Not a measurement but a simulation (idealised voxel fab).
Process module heading - voxel released beams
Pictured: cross-section cut, 295 nm wide, on a grid of 5 nm square cells.
In what follows, cross-sections appear as grids of square cells, described through bands that run from the top down, where every band is one or more rows of cells.
Band: top height; bottom height; in nm. Then, left to right: material with width in nm, for each material. "edge to edge": a single material spanning edge to edge. "empty": empty space.
Convention: height 0 is the level below which the wafer, as received, is all one material. The lowest band does not terminate at the bottom but continues downward, represented as "0 and below".
Per-row width for "30..40": begins at first number (top row of band), ends at second number (bottom row), increment between rows held constant.
"no change occurred" (step): cross-section cells unchanged, all of them.
Each empty space that has no open way to the top and spans at least 8 cells appears under "Closed void listing" as width x height at distance, the distance counted from the left edge, all in nm.
Post-settings text on a step line: simulator's own remark regarding the step.
overlay nm: step with mask; distance mask lay right of planned place; negative value = left of planned place.
## The steps planned for the process are as follows
- 1: RECEIVE | material Si
- 2: CONFORMAL_DEP | material SiN | thk nm 5
- 3: DIRECTIONAL_DEP | material SiO2 | thk nm 15
- 4: PATTERN | tone open | mask id ANCHOR | material resist | width nm 25 | thk nm 15 | overlay nm 0
- 5: DIRECTIONAL_ETCH | etch materials SiO2 | depth nm 15
- 6: STRIP | etch materials resist
- 7: CONFORMAL_DEP | material polySi | thk nm 15
- 8: DIRECTIONAL_DEP | material aC | thk nm 15
- 9: PATTERN | tone cover | mask id BEAM | material resist | width nm 110 | thk nm 35 | overlay nm 0
- 10: DIRECTIONAL_ETCH | etch materials aC | depth nm 15
- 11: STRIP | etch materials resist
- 12: DIRECTIONAL_ETCH | etch materials polySi | depth nm 15
- 13: STRIP | etch materials aC
- 14: STRIP | etch materials SiO2
Heads up: all these wafers start the same, and what changes between them is the width nm in step 4. The value you see in the plan is just what the first wafer got.
## Cross-section: the first of several wafers in its as-received state, i.e. following step 1
- 0 and below | Si edge to edge
- Closed void listing: none
## Heads up, this table goes wafer by wafer. A row tells you, at the end of the module, how many cells of each material that wafer has put on (+) or dropped (-) since it was received, and then its closed voids
width nm 25; +59 SiN; +81 polySi; Closed void listing: none
width nm 30; +59 SiN; +84 polySi; Closed void listing: none
width nm 35; +59 SiN; +84 polySi; Closed void listing: none
width nm 40; +59 SiN; +84 polySi; Closed void listing: none
width nm 45; +59 SiN; +84 polySi; Closed void listing: none
width nm 50; +59 SiN; +84 polySi; Closed void listing: none
